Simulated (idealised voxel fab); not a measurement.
process module | voxel wiring stack
cross-section cut | 195 nm wide | cells 5 nm
A cross-section is a grid of square cells, given in bands from the top down. A band is one or more rows of cells.
Each band's line starts with the height of the band's top and of its bottom, in nm. Then come its materials from left to right, each with its width in nm. One material with "throughout" fills the band from edge to edge. "air" is empty space.
Height 0 is the level under which the wafer as received is all one material. The lowest band goes on downwards, as in "0 down".
A width such as "30 to 40" changes by the same amount from each row of cells to the next, from the band's top row to its bottom row.
"no change" after a step means that no cell of the cross-section changed.
closed voids: empty space of 8 cells or more with no open way to the top, each as width x height at its distance from the left edge, in nm
after a step's settings: what the simulator itself notes on the step
overlay nm, on a step with a mask: how far to the right of its planned place the mask lay; to the left if negative
plan
1 op RECEIVE | material Si
2 op CONFORMAL_DEP | material SiO2 | thk nm 15
3 op CONFORMAL_DEP | material SiN | thk nm 5
4 op DIRECTIONAL_DEP | material SiO2 | thk nm 25
5 op DIRECTIONAL_DEP | material aC | thk nm 10
6 op PATTERN | tone open | mask id METAL_1 | material resist | width nm 25 | pitch nm 45 | thk nm 25 | overlay nm 0
7 op DIRECTIONAL_ETCH | etch materials aC | depth nm 10
8 op STRIP | etch materials resist
9 op DIRECTIONAL_ETCH | etch materials SiO2 | depth nm 25
10 op DIRECTIONAL_ETCH | etch materials SiN | depth nm 5
11 op STRIP | etch materials aC
12 op CONFORMAL_DEP | material TiN | thk nm 5
13 op FILL_DEP | material Ru | thk nm 5
14 op CMP | height nm 45
15 op EPI | material Ru | thk nm 5
16 op FILL_DEP | material SiCN | thk nm 5
17 op DIRECTIONAL_DEP | material SiO2 | thk nm 30
18 op DIRECTIONAL_DEP | material aC | thk nm 15
19 op PATTERN | tone open | mask id METAL_2 | material resist | width nm 25 | pitch nm 45 | thk nm 30 | overlay nm 0
20 op DIRECTIONAL_ETCH | etch materials aC | depth nm 15
21 op STRIP | etch materials resist
22 op DIRECTIONAL_ETCH | etch materials SiO2 | depth nm 15
23 op STRIP | etch materials aC
24 op DIRECTIONAL_DEP | material aC | thk nm 10
25 op PATTERN | tone open | mask id METAL_2_HOLES | material resist | width nm 15 | pitch nm 90 | thk nm 30 | overlay nm 0
26 op DIRECTIONAL_ETCH | etch materials aC | depth nm 10
27 op STRIP | etch materials resist
28 op DIRECTIONAL_ETCH | etch materials SiO2 | depth nm 15
29 op DIRECTIONAL_ETCH | etch materials SiCN | depth nm 5
30 op STRIP | etch materials aC
31 op CONFORMAL_DEP | material TiN | thk nm 5
32 op FILL_DEP | material Cu | thk nm 5
33 op CMP | height nm 85
34 op CONFORMAL_DEP | material SiCN | thk nm 5
35 op DIRECTIONAL_DEP | material lowk | thk nm 10
36 op DIRECTIONAL_DEP | material aC | thk nm 15
37 op PATTERN | tone open | mask id PLUG_2 | material resist | width nm 15 | pitch nm 45 | thk nm 30 | overlay nm 0
38 op DIRECTIONAL_ETCH | etch materials aC | depth nm 15
39 op STRIP | etch materials resist
40 op DIRECTIONAL_ETCH | etch materials lowk | depth nm 10
41 op DIRECTIONAL_ETCH | etch materials SiCN | depth nm 5
42 op STRIP | etch materials aC
43 op CONFORMAL_DEP | material TiN | thk nm 5
44 op FILL_DEP | material Ru | thk nm 10
45 op CMP | height nm 100
46 op DIRECTIONAL_DEP | material TiN | thk nm 5
47 op DIRECTIONAL_DEP | material W | thk nm 15
48 op MASKED_ETCH | tone cover | mask id METAL_3 | width nm 25 | pitch nm 45 | etch materials W | depth nm 15 | overlay nm 0
49 op MASKED_ETCH | tone cover | mask id METAL_3 | width nm 25 | pitch nm 45 | etch materials TiN | depth nm 5 | overlay nm 0
50 op CONFORMAL_DEP | material SiN | thk nm 5
51 op FILL_DEP | material lowk | thk nm 5
52 op CMP | height nm 120
53 op CONFORMAL_DEP | material SiN | thk nm 5
as received, after step 1
  0 down: Si throughout
  closed voids: none
first wafer at the end, as planned
  125 to 120: SiN throughout
  120 to 105: lowk 35 | SiN 5 | W 25 | SiN 5 | lowk 10 | SiN 5 | W 25 | SiN 5 | lowk 10 | SiN 5 | W 25 | SiN 5 | lowk 35
  105 to 100: SiN 40 | TiN 25 | SiN 20 | TiN 25 | SiN 20 | TiN 25 | SiN 40
  100 to 90: lowk 40 | TiN 5 | Ru 5 | TiN 5 | lowk 30 | TiN 5 | Ru 5 | TiN 5 | lowk 30 | TiN 5 | Ru 5 | TiN 5 | lowk 50
  90 to 85: SiCN 40 | TiN 15 | SiCN 30 | TiN 15 | SiCN 30 | TiN 15 | SiCN 50
  85 to 75: SiO2 40 | TiN 5 | Cu 15 | TiN 5 | SiO2 20 | TiN 5 | Cu 15 | TiN 5 | SiO2 20 | TiN 5 | Cu 15 | TiN 5 | SiO2 40
  75 to 70: SiO2 40 | TiN 5 | Cu 5 | TiN 15 | SiO2 20 | TiN 25 | SiO2 20 | TiN 5 | Cu 5 | TiN 15 | SiO2 40
  70 to 55: SiO2 40 | TiN 5 | Cu 5 | TiN 5 | SiO2 75 | TiN 5 | Cu 5 | TiN 5 | SiO2 50
  55 to 50: SiCN 40 | TiN 15 | SiCN 75 | TiN 15 | SiCN 50
  50 to 45: SiCN 35 | Ru 35 | SiCN 10 | Ru 35 | SiCN 10 | Ru 35 | SiCN 35
  45 to 20: SiO2 40 | TiN 5 | Ru 15 | TiN 5 | SiO2 20 | TiN 5 | Ru 15 | TiN 5 | SiO2 20 | TiN 5 | Ru 15 | TiN 5 | SiO2 40
  20 to 15: SiN 40 | TiN 25 | SiN 20 | TiN 25 | SiN 20 | TiN 25 | SiN 40
  15 to 0: SiO2 throughout
  0 down: Si throughout
  closed voids: none
second wafer at the end: like start, like plan, one mistake
  125 to 120: SiN throughout
  120 to 105: lowk 35 | SiN 5 | W 25 | SiN 5 | lowk 10 | SiN 5 | W 25 | SiN 5 | lowk 10 | SiN 5 | W 25 | SiN 5 | lowk 35
  105 to 100: SiN 40 | TiN 25 | SiN 20 | TiN 25 | SiN 20 | TiN 25 | SiN 40
  100 to 90: lowk 40 | TiN 5 | Ru 5 | TiN 5 | lowk 30 | TiN 5 | Ru 5 | TiN 5 | lowk 30 | TiN 5 | Ru 5 | TiN 5 | lowk 50
  90 to 85: SiCN 40 | TiN 15 | SiCN 30 | TiN 15 | SiCN 30 | TiN 15 | SiCN 50
  85 to 75: SiO2 40 | TiN 5 | Cu 20 | TiN 5 | SiO2 15 | TiN 5 | Cu 20 | TiN 5 | SiO2 15 | TiN 5 | Cu 20 | TiN 5 | SiO2 35
  75 to 70: SiO2 40 | TiN 5 | Cu 5 | TiN 20 | SiO2 15 | TiN 30 | SiO2 15 | TiN 5 | Cu 5 | TiN 20 | SiO2 35
  70 to 55: SiO2 40 | TiN 5 | Cu 5 | TiN 5 | SiO2 75 | TiN 5 | Cu 5 | TiN 5 | SiO2 50
  55 to 50: SiCN 40 | TiN 15 | SiCN 75 | TiN 15 | SiCN 50
  50 to 45: SiCN 35 | Ru 35 | SiCN 10 | Ru 35 | SiCN 10 | Ru 35 | SiCN 35
  45 to 20: SiO2 40 | TiN 5 | Ru 15 | TiN 5 | SiO2 20 | TiN 5 | Ru 15 | TiN 5 | SiO2 20 | TiN 5 | Ru 15 | TiN 5 | SiO2 40
  20 to 15: SiN 40 | TiN 25 | SiN 20 | TiN 25 | SiN 20 | TiN 25 | SiN 40
  15 to 0: SiO2 throughout
  0 down: Si throughout
  closed voids: none
what went wrong: step 19 ran as: op PATTERN | tone open | mask id METAL_2 | material resist | width nm 30 | pitch nm 45 | thk nm 30 | overlay nm 0
at the end the second wafer has, in cells: 6 more of Cu | 9 fewer of SiO2 | 3 more of TiN
